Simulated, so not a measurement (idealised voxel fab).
This is a process module. Its name is voxel transistor to metal.
Displayed cross-section: cut, width of 160 nm, square cells sized 5 nm.
When this document writes out a cross-section, it uses a grid of square cells and lists it as bands, beginning at the top and moving down, with a band standing for one or more rows of cells.
Each band's line starts with the height of the band's top and of its bottom, in nm. Then come its materials from left to right, each with its width in nm. One material with "edge to edge" fills the band from edge to edge. "air" is empty space.
Measure heights from 0. That's the level where, below it, the as-received wafer is all one material. The lowest band is bottomless and extends downward; write it as in "0 and below".
Width spec "30->40" -> top row of cells at first value, bottom row at second value, equal per-row change in between.
Any step labelled "identical to before" changed none of the cells in the cross-section.
Listed in "Voids, sealed": every empty space of 8 or more cells without an open way to the top. Form: width x height at distance, the distance being from the left edge, all in nm.
Read whatever lies past the settings on a step's line as the simulator's own remark about the step.
What "overlay nm" on a step's line means: if the step has a mask, that mask lay this far to the right of its planned place, or, when the value is negative, to the left.

**Below is the list of planned process steps**
1,RECEIVE,material Si
2,CONFORMAL_DEP,material SiO2,thk nm 5
3,CONFORMAL_DEP,material SiN,thk nm 10
4,MASKED_ETCH,tone cover,mask id ACTIVE,width nm 100,etch materials SiN,depth nm 10,overlay nm 0
5,MASKED_ETCH,tone cover,mask id ACTIVE,width nm 100,etch materials SiO2,depth nm 5,overlay nm 0
6,MASKED_ETCH,tone cover,mask id ACTIVE,width nm 100,etch materials Si,depth nm 20,overlay nm 0
7,OXIDIZE,depth nm 5
8,FILL_DEP,material SiO2,thk nm 5
9,CMP,height nm 15
10,SELECTIVE_ETCH,etch materials SiO2,depth nm 10
11,STRIP,etch materials SiN
12,SELECTIVE_ETCH,etch materials SiO2,depth nm 5
13,OXIDIZE,depth nm 5
14,DIRECTIONAL_DEP,material polySi,thk nm 20
15,DIRECTIONAL_DEP,material SiCN,thk nm 10
16,DIRECTIONAL_DEP,material aC,thk nm 15
17,PATTERN,tone cover,mask id GATE,material resist,width nm 30,thk nm 30,overlay nm 0
18,DIRECTIONAL_ETCH,etch materials aC,depth nm 15
19,STRIP,etch materials resist
20,DIRECTIONAL_ETCH,etch materials SiCN,depth nm 20
21,DIRECTIONAL_ETCH,etch materials polySi,depth nm 30
22,STRIP,etch materials aC
23,CONFORMAL_DEP,material SiO2,thk nm 5
24,DIRECTIONAL_ETCH,etch materials SiO2,depth nm 5
25,CONFORMAL_DEP,material SiN,thk nm 10
26,DIRECTIONAL_ETCH,etch materials SiN,depth nm 10
27,DIRECTIONAL_ETCH,etch materials SiO2,depth nm 5
28,DIRECTIONAL_ETCH,etch materials Si,depth nm 15
29,EPI,material SiGe,thk nm 20
30,FILL_DEP,material SiO2,thk nm 5
31,CMP,height nm 20
32,STRIP,etch materials polySi
33,SELECTIVE_ETCH,etch materials SiO2,depth nm 5
34,CONFORMAL_DEP,material HfO2,thk nm 5
35,CONFORMAL_DEP,material TiN,thk nm 5
36,FILL_DEP,material W,thk nm 5
37,CMP,height nm 15
38,DIRECTIONAL_DEP,material SiO2,thk nm 15
39,MASKED_ETCH,tone open,mask id CONTACT,width nm 15,pitch nm 75,etch materials SiO2,depth nm 15,overlay nm 0
40,CONFORMAL_DEP,material TiN,thk nm 5
41,FILL_DEP,material Ru,thk nm 10
42,CMP,height nm 30
43,DIRECTIONAL_DEP,material TiN,thk nm 5
44,DIRECTIONAL_DEP,material W,thk nm 15
45,DIRECTIONAL_DEP,material aC,thk nm 15
46,PATTERN,tone cover,mask id METAL_1,material resist,width nm 15,pitch nm 75,thk nm 30,overlay nm 0
47,DIRECTIONAL_ETCH,etch materials aC,depth nm 15
48,STRIP,etch materials resist
49,DIRECTIONAL_ETCH,etch materials W,depth nm 15
50,DIRECTIONAL_ETCH,etch materials TiN,depth nm 5
51,STRIP,etch materials aC
52,FILL_DEP,material lowk,thk nm 10
53,CMP,height nm 50
54,CONFORMAL_DEP,material SiN,thk nm 5

**Cross-section, incoming material, after step 1**
> 0 and below  Si edge to edge
> Voids, sealed: none

**Wafer at module end, in section. Began as above, planned as above, run with one mistake**
> 55 down to 50  SiN edge to edge
> 50 down to 35  35 nm lowk / 15 nm W / 60 nm lowk / 15 nm W / 35 nm lowk
> 35 down to 30  35 nm lowk / 15 nm TiN / 60 nm lowk / 15 nm TiN / 35 nm lowk
> 30 down to 20  35 nm SiO2 / 5 nm TiN / 5 nm Ru / 5 nm TiN / 60 nm SiO2 / 5 nm TiN / 5 nm Ru / 5 nm TiN / 35 nm SiO2
> 20 down to 15  35 nm SiO2 / 15 nm TiN / 60 nm SiO2 / 15 nm TiN / 35 nm SiO2
> 15 down to 5  25 nm SiO2 / 20 nm SiGe / 10 nm SiN / 5 nm HfO2 / 5 nm TiN / 20 nm W / 5 nm TiN / 5 nm HfO2 / 10 nm SiN / 20 nm SiGe / 35 nm SiO2
> 5 down to 0  25 nm SiO2 / 20 nm SiGe / 10 nm SiN / 5 nm HfO2 / 30 nm TiN / 5 nm HfO2 / 10 nm SiN / 20 nm SiGe / 35 nm SiO2
> 0 down to -5  25 nm SiO2 / 20 nm SiGe / 10 nm SiO2 / 40 nm HfO2 / 10 nm SiO2 / 25 nm SiGe / 30 nm SiO2
> -5 down to -20  35 nm SiO2 / 10 nm SiGe / 60 nm Si / 20 nm SiGe / 35 nm SiO2
> -20 down to -25  35 nm SiO2 / 90 nm Si / 35 nm SiO2
> -25 and below  Si edge to edge
> Voids, sealed: none
Finding, execution versus plan: rather than as planned, step 17 actually ran as PATTERN,tone cover,mask id GATE,material resist,width nm 30,thk nm 30,overlay nm -5
